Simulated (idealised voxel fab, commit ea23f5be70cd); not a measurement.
process module | voxel wiring stack
cross-section cut | 225 nm wide | cells 5 nm
A cross-section is a grid of square cells, given in bands from the top down. A band is one or more rows of cells.
Each band's line starts with the height of the band's top and of its bottom, in nm. Then come its materials from left to right, each with its width in nm. One material with "throughout" fills the band from edge to edge. "air" is empty space.
Height 0 is the level under which the wafer as received is all one material. The lowest band goes on downwards, as in "0 down".
A width such as "30 to 40" changes by the same amount from each row of cells to the next, from the band's top row to its bottom row.
"no change" after a step means that no cell of the cross-section changed.
closed voids: empty space of 8 cells or more with no open way to the top, each as width x height at its distance from the left edge, in nm
after a step's settings: what the simulator itself notes on the step
overlay nm, on a step with a mask: how far to the right of its planned place the mask lay; to the left if negative
plan
1 op RECEIVE | material Si
2 op CONFORMAL_DEP | material SiO2 | thk nm 10
3 op DIRECTIONAL_DEP | material TiN | thk nm 5
4 op DIRECTIONAL_DEP | material W | thk nm 20
5 op DIRECTIONAL_DEP | material aC | thk nm 15
6 op PATTERN | tone cover | mask id METAL_1 | material resist | width nm 20 | pitch nm 55 | thk nm 30 | overlay nm 0
7 op DIRECTIONAL_ETCH | etch materials aC | depth nm 15
8 op STRIP | etch materials resist
9 op DIRECTIONAL_ETCH | etch materials W | depth nm 20
10 op DIRECTIONAL_ETCH | etch materials TiN | depth nm 5
11 op STRIP | etch materials aC
12 op CONFORMAL_DEP | material SiCN | thk nm 5
13 op FILL_DEP | material lowk | thk nm 5
14 op CMP | height nm 35
15 op CONFORMAL_DEP | material SiCN | thk nm 5
16 op DIRECTIONAL_DEP | material SiO2 | thk nm 35
17 op DIRECTIONAL_DEP | material aC | thk nm 15
18 op PATTERN | tone open | mask id METAL_2 | material resist | width nm 30 | pitch nm 55 | thk nm 35 | overlay nm 0
19 op DIRECTIONAL_ETCH | etch materials aC | depth nm 15
20 op STRIP | etch materials resist
21 op DIRECTIONAL_ETCH | etch materials SiO2 | depth nm 20
22 op STRIP | etch materials aC
23 op DIRECTIONAL_DEP | material aC | thk nm 15
24 op PATTERN | tone open | mask id METAL_2_HOLES | material resist | width nm 15 | pitch nm 55 | thk nm 35 | overlay nm 0
25 op DIRECTIONAL_ETCH | etch materials aC | depth nm 15
26 op STRIP | etch materials resist
27 op DIRECTIONAL_ETCH | etch materials SiO2 | depth nm 15
28 op DIRECTIONAL_ETCH | etch materials SiCN | depth nm 5
29 op STRIP | etch materials aC
30 op CONFORMAL_DEP | material TiN | thk nm 5
31 op FILL_DEP | material Ru | thk nm 10
32 op CMP | height nm 75
33 op CONFORMAL_DEP | material SiCN | thk nm 5
34 op DIRECTIONAL_DEP | material lowk | thk nm 10
35 op DIRECTIONAL_DEP | material aC | thk nm 10
36 op PATTERN | tone open | mask id PLUG_2 | material resist | width nm 15 | pitch nm 55 | thk nm 30 | overlay nm 0
37 op DIRECTIONAL_ETCH | etch materials aC | depth nm 10
38 op STRIP | etch materials resist
39 op DIRECTIONAL_ETCH | etch materials lowk | depth nm 10
40 op DIRECTIONAL_ETCH | etch materials SiCN | depth nm 5
41 op STRIP | etch materials aC
42 op CONFORMAL_DEP | material TiN | thk nm 5
43 op FILL_DEP | material W | thk nm 10
44 op CMP | height nm 90
45 op DIRECTIONAL_DEP | material TiN | thk nm 5
46 op DIRECTIONAL_DEP | material Ru | thk nm 25
47 op DIRECTIONAL_DEP | material aC | thk nm 10
48 op PATTERN | tone cover | mask id METAL_3 | material resist | width nm 30 | pitch nm 55 | thk nm 25 | overlay nm 0
49 op DIRECTIONAL_ETCH | etch materials aC | depth nm 10
50 op STRIP | etch materials resist
51 op DIRECTIONAL_ETCH | etch materials Ru | depth nm 25
52 op DIRECTIONAL_ETCH | etch materials TiN | depth nm 5
53 op STRIP | etch materials aC
54 op CONFORMAL_DEP | material SiCN | thk nm 5
55 op FILL_DEP | material lowk | thk nm 10
56 op CMP | height nm 120
57 op CONFORMAL_DEP | material SiN | thk nm 5
varied across the wafers: width nm of step 6. The plan shows the first wafer's value. All wafers start alike
first wafer as received, after step 1
  0 down: Si throughout
  closed voids: none
each wafer at the end: cells of each material gained (+) or lost (-) since it was received, then its closed voids
width nm 20 | +184 Ru | +188 SiCN | +45 SiN | +273 SiO2 | +148 TiN | +72 W | +215 lowk | closed voids: none
width nm 25 | +184 Ru | +184 SiCN | +45 SiN | +273 SiO2 | +152 TiN | +88 W | +199 lowk | closed voids: none
width nm 30 | +184 Ru | +180 SiCN | +45 SiN | +273 SiO2 | +156 TiN | +104 W | +183 lowk | closed voids: none
